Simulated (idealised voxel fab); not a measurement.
Process module, titled voxel transistor to metal
The figure presents cross-section cut, which has a width of 180 nm and is divided into square cells with an edge length of 5 nm.
For the purposes of this document, a cross-section shall be understood as a grid of square cells, specified as bands listed in top-to-bottom order, each band consisting of one or more rows of cells. Band entry format. Leading values: height of top, height of bottom, nm. Remainder: materials in left-to-right order, each with its width in nm. Special words: "throughout" on a single material, which then fills the band edge to edge; "empty", empty space. Ref level 0: as-received wafer is one material below here. Bottom band extends down with no lower bound ("top 0, no bottom"). The two numbers in a width such as "30->40" mark its ends across the band: the first belongs to the top row of cells, the second to the bottom row, and from each row to the next the width moves by the same amount. Reading "nothing was modified" for a step: not a cell of the cross-section changed in it. For the entry "Closed void list", the listed items are empty spaces with no open way to the top whose size is 8 cells or more; each item follows the pattern width x height at distance, where distance is from the left edge and all three are in nm. Text after the settings on a step's line: the simulator's own remark on that step. overlay nm: for a step with a mask, the amount by which the mask lay right of where it was planned; a negative amount means left of it.
### plan
1. RECEIVE,material Si
2. CONFORMAL_DEP,material SiO2,thk nm 5
3. CONFORMAL_DEP,material SiN,thk nm 15
4. MASKED_ETCH,tone cover,mask id ACTIVE,width nm 115,etch materials SiN,depth nm 15,overlay nm 0
5. MASKED_ETCH,tone cover,mask id ACTIVE,width nm 115,etch materials SiO2,depth nm 5,overlay nm 0
6. MASKED_ETCH,tone cover,mask id ACTIVE,width nm 115,etch materials Si,depth nm 25,overlay nm 0
7. OXIDIZE,depth nm 5
8. FILL_DEP,material SiO2,thk nm 10
9. CMP,height nm 20
10. SELECTIVE_ETCH,etch materials SiO2,depth nm 15
11. STRIP,etch materials SiN
12. SELECTIVE_ETCH,etch materials SiO2,depth nm 5
13. OXIDIZE,depth nm 5
14. DIRECTIONAL_DEP,material polySi,thk nm 30
15. DIRECTIONAL_DEP,material SiCN,thk nm 15
16. PATTERN,tone cover,mask id GATE,material resist,width nm 25,thk nm 15,overlay nm 0
17. DIRECTIONAL_ETCH,etch materials SiCN,depth nm 25
18. DIRECTIONAL_ETCH,etch materials polySi,depth nm 40
19. STRIP,etch materials resist
20. CONFORMAL_DEP,material SiN,thk nm 10
21. DIRECTIONAL_ETCH,etch materials SiN,depth nm 10
22. DIRECTIONAL_ETCH,etch materials SiO2,depth nm 5
23. DIRECTIONAL_ETCH,etch materials Si,depth nm 10
24. EPI,material pSi,thk nm 15
25. FILL_DEP,material SiO2,thk nm 10
26. CMP,height nm 45
27. DIRECTIONAL_DEP,material SiO2,thk nm 15
28. DIRECTIONAL_DEP,material aC,thk nm 15
29. PATTERN,tone open,mask id CONTACT,material resist,width nm 15,pitch nm 80,thk nm 30,overlay nm 0
30. DIRECTIONAL_ETCH,etch materials aC,depth nm 15
31. STRIP,etch materials resist
32. DIRECTIONAL_ETCH,etch materials SiO2,depth nm 60
33. STRIP,etch materials aC
34. CONFORMAL_DEP,material TiN,thk nm 5
35. FILL_DEP,material Ru,thk nm 5
36. CMP,height nm 60
37. CONFORMAL_DEP,material SiN,thk nm 5
38. DIRECTIONAL_DEP,material SiO2,thk nm 15
39. DIRECTIONAL_DEP,material aC,thk nm 10
40. PATTERN,tone open,mask id METAL_1,material resist,width nm 15,pitch nm 80,thk nm 30,overlay nm 0
41. DIRECTIONAL_ETCH,etch materials aC,depth nm 10
42. STRIP,etch materials resist
43. DIRECTIONAL_ETCH,etch materials SiO2,depth nm 15
44. DIRECTIONAL_ETCH,etch materials SiN,depth nm 5
45. STRIP,etch materials aC
46. CONFORMAL_DEP,material TiN,thk nm 5
47. FILL_DEP,material Ru,thk nm 5
48. CMP,height nm 80
49. CONFORMAL_DEP,material SiCN,thk nm 5
50. DIRECTIONAL_DEP,material SiO2,thk nm 30
51. DIRECTIONAL_DEP,material aC,thk nm 10
52. PATTERN,tone open,mask id METAL_2,material resist,width nm 15,pitch nm 80,thk nm 25,overlay nm 0
53. DIRECTIONAL_ETCH,etch materials aC,depth nm 10
54. STRIP,etch materials resist
55. DIRECTIONAL_ETCH,etch materials SiO2,depth nm 20
56. STRIP,etch materials aC
57. MASKED_ETCH,tone open,mask id METAL_2_HOLES,width nm 15,pitch nm 80,etch materials SiO2,depth nm 10,overlay nm 0
58. MASKED_ETCH,tone open,mask id METAL_2_HOLES,width nm 15,pitch nm 80,etch materials SiCN,depth nm 5,overlay nm 0
59. CONFORMAL_DEP,material TiN,thk nm 5
60. FILL_DEP,material Cu,thk nm 10
61. CMP,height nm 115
62. CONFORMAL_DEP,material SiN,thk nm 5
### Cross-section of the wafer as it came to us, i.e., already through step 1
    top 0, no bottom = Si throughout
    Closed void list: none
### Starting wafer: above. Plan: above. Run: one mistake. Cross-section after the module: below
    top 135, bottom 130 = SiN throughout
    top 130, bottom 120 = Cu throughout
    top 120, bottom 115 = TiN 45 nm  Cu 5 nm  TiN 75 nm  Cu 5 nm  TiN 50 nm
    top 115, bottom 85 = SiO2 40 nm  TiN 5 nm  Cu 5 nm  TiN 5 nm  SiO2 65 nm  TiN 5 nm  Cu 5 nm  TiN 5 nm  SiO2 45 nm
    top 85, bottom 80 = SiCN 40 nm  TiN 15 nm  SiCN 65 nm  TiN 15 nm  SiCN 45 nm
    top 80, bottom 65 = SiO2 40 nm  TiN 5 nm  Ru 5 nm  TiN 5 nm  SiO2 65 nm  TiN 5 nm  Ru 5 nm  TiN 5 nm  SiO2 45 nm
    top 65, bottom 60 = SiN 40 nm  TiN 15 nm  SiN 65 nm  TiN 15 nm  SiN 45 nm
    top 60, bottom 45 = SiO2 40 nm  TiN 5 nm  Ru 5 nm  TiN 5 nm  SiO2 65 nm  TiN 5 nm  Ru 5 nm  TiN 5 nm  SiO2 45 nm
    top 45, bottom 30 = SiO2 40 nm  TiN 5 nm  Ru 5 nm  TiN 5 nm  SiO2 10 nm  SiN 10 nm  SiCN 25 nm  SiN 10 nm  SiO2 10 nm  TiN 5 nm  Ru 5 nm  TiN 5 nm  SiO2 45 nm
    top 30, bottom 15 = SiO2 40 nm  TiN 5 nm  Ru 5 nm  TiN 5 nm  SiO2 10 nm  SiN 10 nm  polySi 25 nm  SiN 10 nm  SiO2 10 nm  TiN 5 nm  Ru 5 nm  TiN 5 nm  SiO2 45 nm
    top 15, bottom 10 = SiO2 40 nm  TiN 15 nm  SiO2 10 nm  SiN 10 nm  polySi 25 nm  SiN 10 nm  SiO2 10 nm  TiN 15 nm  SiO2 45 nm
    top 10, bottom 0 = SiO2 40 nm  TiN 10 nm  pSi 15 nm  SiN 10 nm  polySi 25 nm  SiN 10 nm  pSi 15 nm  TiN 10 nm  SiO2 45 nm
    top 0, bottom -5 = SiO2 30 nm  pSi 35 nm  SiO2 45 nm  pSi 35 nm  SiO2 35 nm
    top -5, bottom -15 = SiO2 35 nm  pSi 30 nm  Si 45 nm  pSi 30 nm  SiO2 40 nm
    top -15, bottom -30 = SiO2 35 nm  Si 105 nm  SiO2 40 nm
    top -30, no bottom = Si throughout
    Closed void list: none
what went wrong: yeah, step 61 of the plan got skipped, never ran
